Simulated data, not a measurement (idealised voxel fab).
Process module, titled voxel fin reveal
In the cross-section labelled cut, the width is 275 nm and each square cell is 5 nm.
Cross-section spec: square-cell grid; bands listed top down; each band is one or more rows.
This entry defines a band. It first specifies the height of the band's top and the height of its bottom in nm, and then specifies the band's materials from left to right, stating each material with its width in nm. The word "edge to edge" identifies a single material that fills the band from edge to edge, while the word "blank" identifies empty space.
Basically, 0 is our baseline, since under it the wafer straight out of the box is all one material. The bottom band has no lower end and keeps on going down, so it looks like "0 nm and below".
It should be noted that a width expressed as "30 to 40" varies in equal increments from row to row of cells within the band, taking the value of the first number at the top row and that of the second number at the bottom row.
No cell of the cross-section changed in a step that is given as "nothing different".
Closed void listing: empty space of 8 cells or more with no open way to the top, each as width x height at its distance from the left edge, in nm
Note: text after step settings on the step line = simulator remark on that step.
overlay nm: how far to the right of its planned place the mask lay on this masked step (negative: to the left).

## Intended process steps
step 1: RECEIVE, material Si
step 2: CONFORMAL_DEP, material SiN, thk nm 5
step 3: PATTERN, tone cover, mask id FINS, material resist, width nm 15, pitch nm 35, thk nm 15, overlay nm 0
step 4: DIRECTIONAL_ETCH, etch materials SiN, depth nm 5
step 5: DIRECTIONAL_ETCH, etch materials Si, depth nm 40
step 6: STRIP, etch materials resist
step 7: FILL_DEP, material SiO2, thk nm 10
step 8: CMP, height nm 5
step 9: SELECTIVE_ETCH, etch materials SiO2, depth nm 25
step 10: STRIP, etch materials SiN
step 11: CONFORMAL_DEP, material HfO2, thk nm 5

## Cross-sectional view of the wafer in its as-received condition, corresponding to the state after step 1
0 nm and below = Si edge to edge
Closed void listing: none

## End-of-module cross-section of the first of two wafers, processed as planned
5 nm to 0 nm = blank: 70 / HfO2: 25 / blank: 10 / HfO2: 25 / blank: 10 / HfO2: 25 / blank: 10 / HfO2: 25 / blank: 75
0 nm to -15 nm = blank: 70 / HfO2: 5 / Si: 15 / HfO2: 5 / blank: 10 / HfO2: 5 / Si: 15 / HfO2: 5 / blank: 10 / HfO2: 5 / Si: 15 / HfO2: 5 / blank: 10 / HfO2: 5 / Si: 15 / HfO2: 5 / blank: 75
-15 nm to -20 nm = HfO2: 75 / Si: 15 / HfO2: 20 / Si: 15 / HfO2: 20 / Si: 15 / HfO2: 20 / Si: 15 / HfO2: 80
-20 nm to -40 nm = SiO2: 75 / Si: 15 / SiO2: 20 / Si: 15 / SiO2: 20 / Si: 15 / SiO2: 20 / Si: 15 / SiO2: 80
-40 nm and below = Si edge to edge
Closed void listing: none

## End-of-module cross-section of the second wafer: identical starting point and process plan to the first, with one processing mistake
5 nm to 0 nm = blank: 70 / SiO2: 25 / blank: 10 / SiO2: 25 / blank: 10 / SiO2: 25 / blank: 10 / SiO2: 25 / blank: 75
0 nm to -15 nm = blank: 70 / SiO2: 5 / Si: 15 / SiO2: 5 / blank: 10 / SiO2: 5 / Si: 15 / SiO2: 5 / blank: 10 / SiO2: 5 / Si: 15 / SiO2: 5 / blank: 10 / SiO2: 5 / Si: 15 / SiO2: 5 / blank: 75
-15 nm to -40 nm = SiO2: 75 / Si: 15 / SiO2: 20 / Si: 15 / SiO2: 20 / Si: 15 / SiO2: 20 / Si: 15 / SiO2: 80
-40 nm and below = Si edge to edge
Closed void listing: none
The mistake made against the process plan was this: step 11 went in with a setting other than planned; the actual run was CONFORMAL_DEP, material SiO2, thk nm 5
At the finish, the second wafer shows more or fewer cells for some materials than the first does: 87 fewer of HfO2 | 87 more of SiO2
